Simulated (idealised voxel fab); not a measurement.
process module | voxel gate over fins
Displayed cross-section: cut, width of 265 nm, square cells sized 5 nm.
Bands, listed from the top down, are how a cross-section gets written in this document; the cross-section itself is a grid of square cells, and a band is one or more rows of them.
Band: top height; bottom height; in nm. Then, left to right: material with width in nm, for each material. "throughout": a single material spanning edge to edge. "air": empty space.
Heights from 0 (as-received wafer is one material below). Bottom band endless downward, as "0 -> down".
So if you see something like "30 to 40" for the width, read it as the top row of the band sitting at the first number and the bottom row at the second, with every row in between moving by the same amount as the last.
A step reported as "everything unchanged" is a step in which no cell of the cross-section changed.
"Enclosed internal voids": sealed empty spaces, 8 cells or more, no open way to top, listed width x height at distance, with distance from the left edge and width, height and distance in nm.
It should be noted that, on the line of a given step, the content following the step's settings is a remark produced by the simulator itself with respect to that step.
overlay nm: right-of-plan distance of the mask on a masked step; negative values mean left-of-plan.

# Steps planned for the process
1. RECEIVE [material Si]
2. CONFORMAL_DEP [material SiN] [thk nm 10]
3. DIRECTIONAL_DEP [material aC] [thk nm 10]
4. PATTERN [tone cover] [mask id FINS] [material resist] [width nm 15] [pitch nm 50] [thk nm 30] [overlay nm 0]
5. DIRECTIONAL_ETCH [etch materials aC] [depth nm 10]
6. STRIP [etch materials resist]
7. DIRECTIONAL_ETCH [etch materials SiN] [depth nm 10]
8. DIRECTIONAL_ETCH [etch materials Si] [depth nm 30]
9. STRIP [etch materials aC]
10. FILL_DEP [material SiO2] [thk nm 10]
11. CMP [height nm 10]
12. PATTERN [tone open] [mask id RAIL] [material resist] [width nm 15] [thk nm 20] [overlay nm 0]
13. DIRECTIONAL_ETCH [etch materials SiO2] [depth nm 35]
14. STRIP [etch materials resist]
15. CONFORMAL_DEP [material TiN] [thk nm 5]
16. FILL_DEP [material W] [thk nm 10]
17. CMP [height nm 10]
18. SELECTIVE_ETCH [etch materials W Ru TiN] [depth nm 25]
19. FILL_DEP [material SiO2] [thk nm 5]
20. CMP [height nm 10]
21. SELECTIVE_ETCH [etch materials SiO2] [depth nm 20]
22. STRIP [etch materials SiN]
23. CONFORMAL_DEP [material HfO2] [thk nm 5]
24. CONFORMAL_DEP [material TiN] [thk nm 5]
25. FILL_DEP [material W] [thk nm 15]
26. CMP [height nm 20]
27. CONFORMAL_DEP [material SiCN] [thk nm 5]
Split variable: width nm, step 4. Plan value = first wafer. Wafers start alike.

# Cross-section of the first of several wafers on receipt, reflecting completion of step 1
- 0 -> down = Si throughout
- Enclosed internal voids: none

# Here's the first of several wafers in cross-section, end of the module, after the last step, step 27
- 25 -> 20 = SiCN throughout
- 20 -> 10 = W throughout
- 10 -> 5 = 90 W  35 TiN  15 W  35 TiN  90 W
- 5 -> 0 = 90 W  5 TiN  25 HfO2  5 TiN  15 W  5 TiN  25 HfO2  5 TiN  90 W
- 0 -> -5 = 95 TiN  5 HfO2  15 Si  5 HfO2  25 TiN  5 HfO2  15 Si  5 HfO2  95 TiN
- -5 -> -10 = 100 HfO2  15 Si  35 HfO2  15 Si  100 HfO2
- -10 -> -15 = 100 SiO2  15 Si  35 SiO2  15 Si  100 SiO2
- -15 -> -20 = 100 SiO2  15 Si  10 SiO2  5 TiN  5 W  5 TiN  10 SiO2  15 Si  100 SiO2
- -20 -> -25 = 100 SiO2  15 Si  10 SiO2  15 TiN  10 SiO2  15 Si  100 SiO2
- -25 -> -30 = 100 SiO2  15 Si  35 SiO2  15 Si  100 SiO2
- -30 -> down = Si throughout
- Enclosed internal voids: none

# X-section, last wafer, module end
- 25 -> 20 = SiCN throughout
- 20 -> 10 = W throughout
- 10 -> 5 = 85 W  100 TiN  80 W
- 5 -> 0 = 85 W  5 TiN  40 HfO2  10 TiN  40 HfO2  5 TiN  80 W
- 0 -> -5 = 90 TiN  5 HfO2  30 Si  5 HfO2  10 TiN  5 HfO2  30 Si  5 HfO2  85 TiN
- -5 -> -10 = 95 HfO2  30 Si  20 HfO2  30 Si  90 HfO2
- -10 -> -15 = 95 SiO2  30 Si  20 SiO2  30 Si  90 SiO2
- -15 -> -20 = 95 SiO2  30 Si  5 TiN  5 W  5 TiN  5 SiO2  30 Si  90 SiO2
- -20 -> -25 = 95 SiO2  30 Si  15 TiN  5 SiO2  30 Si  90 SiO2
- -25 -> -30 = 95 SiO2  30 Si  20 SiO2  30 Si  90 SiO2
- -30 -> down = Si throughout
- Enclosed internal voids: none

# Wafer rows, end of module: cells per material gained (+) or lost (-) since receipt; closed voids last
width nm 15 | +61 HfO2 | -282 Si | +53 SiCN | +182 SiO2 | +66 TiN | +185 W | Enclosed internal voids: none
width nm 20 | +61 HfO2 | -270 Si | +53 SiCN | +174 SiO2 | +66 TiN | +181 W | Enclosed internal voids: none
width nm 25 | +61 HfO2 | -258 Si | +53 SiCN | +166 SiO2 | +66 TiN | +177 W | Enclosed internal voids: none
width nm 30 | +61 HfO2 | -246 Si | +53 SiCN | +158 SiO2 | +66 TiN | +173 W | Enclosed internal voids: none
